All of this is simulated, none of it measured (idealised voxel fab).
process module | voxel self aligned vias
cross-section cut | 260 nm wide | cells 5 nm
A cross-section is a grid of square cells, given in bands from the top down. A band is one or more rows of cells.
Each band's line starts with the height of the band's top and of its bottom, in nm. Then come its materials from left to right, each with its width in nm. One material with "throughout" fills the band from edge to edge. "air" is empty space.
Height 0 is the level under which the wafer as received is all one material. The lowest band goes on downwards, as in "0 down".
A width such as "30 to 40" changes by the same amount from each row of cells to the next, from the band's top row to its bottom row.
"no change" after a step means that no cell of the cross-section changed.
closed voids: empty space of 8 cells or more with no open way to the top, each as width x height at its distance from the left edge, in nm
after a step's settings: what the simulator itself notes on the step
overlay nm, on a step with a mask: how far to the right of its planned place the mask lay; to the left if negative
plan
1 op RECEIVE | material Si
2 op CONFORMAL_DEP | material SiO2 | thk nm 10
3 op CONFORMAL_DEP | material SiCN | thk nm 5
4 op DIRECTIONAL_DEP | material lowk | thk nm 30
5 op MASKED_ETCH | tone open | mask id LINES | width nm 25 | pitch nm 60 | etch materials lowk | depth nm 30 | overlay nm 0
6 op CONFORMAL_DEP | material TiN | thk nm 5
7 op FILL_DEP | material Ru | thk nm 10
8 op CMP | height nm 45
9 op SELECTIVE_ETCH | etch materials W Ru TiN | depth nm 5
10 op FILL_DEP | material SiN | thk nm 5
11 op CMP | height nm 45
12 op DIRECTIONAL_DEP | material lowk | thk nm 15
13 op PATTERN | tone open | mask id VIAS | material resist | width nm 35 | pitch nm 60 | thk nm 15 | overlay nm 0
14 op DIRECTIONAL_ETCH | etch materials lowk | depth nm 5
15 op DIRECTIONAL_ETCH | etch materials SiN | depth nm 5
16 op STRIP | etch materials resist
17 op CONFORMAL_DEP | material TiN | thk nm 5
18 op FILL_DEP | material Cu | thk nm 10
19 op CMP | height nm 60
20 op CONFORMAL_DEP | material SiCN | thk nm 5
varied across the wafers: depth nm of step 14. The plan shows the first wafer's value. All wafers start alike
first wafer as received, after step 1
  0 down: Si throughout
  closed voids: none
each wafer at the end: cells of each material gained (+) or lost (-) since it was received, then its closed voids
depth nm 5 | +36 Ru | +104 SiCN | +15 SiN | +104 SiO2 | +60 TiN | +357 lowk | closed voids: none
depth nm 10 | +15 Cu | +36 Ru | +104 SiCN | +15 SiN | +104 SiO2 | +66 TiN | +336 lowk | closed voids: none
depth nm 15 | +39 Cu | +36 Ru | +104 SiCN | +104 SiO2 | +78 TiN | +315 lowk | closed voids: none
depth nm 20 | +45 Cu | +36 Ru | +104 SiCN | +104 SiO2 | +78 TiN | +309 lowk | closed voids: none
depth nm 25 | +45 Cu | +36 Ru | +104 SiCN | +104 SiO2 | +84 TiN | +303 lowk | closed voids: none
depth nm 30 | +45 Cu | +36 Ru | +104 SiCN | +104 SiO2 | +90 TiN | +297 lowk | closed voids: none
